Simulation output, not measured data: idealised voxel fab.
process module | voxel self aligned contacts
cross-section cut | 235 nm wide | cells 5 nm
A cross-section is a grid of square cells, given in bands from the top down. A band is one or more rows of cells.
Each band's line starts with the height of the band's top and of its bottom, in nm. Then come its materials from left to right, each with its width in nm. One material with "throughout" fills the band from edge to edge. "air" is empty space.
Height 0 is the level under which the wafer as received is all one material. The lowest band goes on downwards, as in "0 down".
A width such as "30 to 40" changes by the same amount from each row of cells to the next, from the band's top row to its bottom row.
"no change" after a step means that no cell of the cross-section changed.
closed voids: empty space of 8 cells or more with no open way to the top, each as width x height at its distance from the left edge, in nm
after a step's settings: what the simulator itself notes on the step
overlay nm, on a step with a mask: how far to the right of its planned place the mask lay; to the left if negative
plan
1 op RECEIVE | material Si
2 op OXIDIZE | depth nm 5
3 op DIRECTIONAL_DEP | material polySi | thk nm 25
4 op DIRECTIONAL_DEP | material SiN | thk nm 15
5 op PATTERN | tone cover | mask id GATE | material resist | width nm 25 | pitch nm 60 | thk nm 15 | overlay nm 0
6 op DIRECTIONAL_ETCH | etch materials SiN | depth nm 15
7 op DIRECTIONAL_ETCH | etch materials polySi | depth nm 25
8 op STRIP | etch materials resist
9 op CONFORMAL_DEP | material SiN | thk nm 5
10 op DIRECTIONAL_ETCH | etch materials SiN | depth nm 5
11 op FILL_DEP | material SiO2 | thk nm 15
12 op CMP | height nm 50
13 op MASKED_ETCH | tone open | mask id CONTACT | width nm 45 | etch materials SiO2 | depth nm 55 | overlay nm 0
14 op CONFORMAL_DEP | material TiN | thk nm 5
15 op FILL_DEP | material Ru | thk nm 10
16 op CMP | height nm 50
17 op CONFORMAL_DEP | material SiN | thk nm 5
as received, after step 1
  0 down: Si throughout
  closed voids: none
first wafer at the end, as planned
  55 to 50: SiN throughout
  50 to 40: SiO2 95 | TiN 5 to 15 | Ru 35 to 15 | TiN 5 to 15 | SiO2 95
  40 to 25: SiO2 70 | SiN 35 | TiN 5 | Ru 15 | TiN 5 | SiN 35 | SiO2 70
  25 to 0: SiO2 70 | SiN 5 | polySi 25 | SiN 5 | TiN 5 | Ru 15 | TiN 5 | SiN 5 | polySi 25 | SiN 5 | SiO2 70
  0 to -5: SiO2 105 | TiN 25 | SiO2 105
  -5 down: Si throughout
  closed voids: none
second wafer at the end: like start, like plan, one mistake
  55 to 50: SiN throughout
  50 to 40: SiO2 95 | SiN 5 to 15 | Ru 35 to 15 | SiN 5 to 15 | SiO2 95
  40 to 25: SiO2 70 | SiN 40 | Ru 15 | SiN 40 | SiO2 70
  25 to 0: SiO2 70 | SiN 5 | polySi 25 | SiN 10 | Ru 15 | SiN 10 | polySi 25 | SiN 5 | SiO2 70
  0 to -5: SiO2 105 | SiN 25 | SiO2 105
  -5 down: Si throughout
  closed voids: none
what went wrong: step 14 ran as: op CONFORMAL_DEP | material SiN | thk nm 5
at the end the second wafer has, in cells: 29 more of SiN | 29 fewer of TiN
